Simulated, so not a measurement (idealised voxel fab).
The following is a process module called voxel released beams.
Cross-section cut spans 290 nm and uses square cells 5 nm in size.
Cross-section, as written here: a square-cell grid given band by band from the top down, where a band holds one or more rows of cells. Look at the band entry: it leads with the top's height and the bottom's height in nm. Then it lists the materials left to right, with a width in nm for each. The word "all across" on a single material says that material fills the band edge to edge. The word "blank" is empty space. Height datum 0, below which the as-received substrate wafer is one material. Lowest band open at the bottom, running downward: "from 0 down". Think of "30->40" as a width that walks from the first number to the second as you go down the band, top row to bottom row, taking equal-sized steps from row to row. What does "nothing different" mean for a step? It means no cell of the cross-section changed in that step. Basically, "Voids, sealed" tells you about the enclosed voids: empty spaces with no open way to the top, 8 cells or bigger, each written width x height at distance, where distance is from the left edge, all in nm. Formally, on a step line, whatever follows the settings is a remark that the simulator itself makes on the step. On any step carrying a mask, the "overlay nm" setting, if present on the step's line, tells how far right of its planned place the mask lay; negative values point to the left.

Here's what the planned process steps look like:
1: RECEIVE: material Si
2: CONFORMAL_DEP: material SiN, thk nm 5
3: DIRECTIONAL_DEP: material SiO2, thk nm 10
4: DIRECTIONAL_DEP: material aC, thk nm 10
5: PATTERN: tone open, mask id ANCHOR, material resist, width nm 40, thk nm 25, overlay nm 0
6: DIRECTIONAL_ETCH: etch materials aC, depth nm 10
7: STRIP: etch materials resist
8: DIRECTIONAL_ETCH: etch materials SiO2, depth nm 10
9: STRIP: etch materials aC
10: CONFORMAL_DEP: material W, thk nm 15
11: MASKED_ETCH: tone cover, mask id BEAM, width nm 120, etch materials W, depth nm 15, overlay nm 0
12: STRIP: etch materials SiO2

The cross-section here shows the wafer as received, i.e. in its state after step 1:
  from 0 down  Si all across
  Voids, sealed: none

End state of the module in cross-section, given the above starting point and plan and one mistake in execution:
  from 45 to 30  80 of blank, then 120 of W, then 90 of blank
  from 30 to 15  W all across
  from 15 to 5  85 of SiO2, then 40 of W, then 165 of SiO2
  from 5 to 0  SiN all across
  from 0 down  Si all across
  Voids, sealed: none
What broke from the plan during processing? the plan's step 10 ran twice
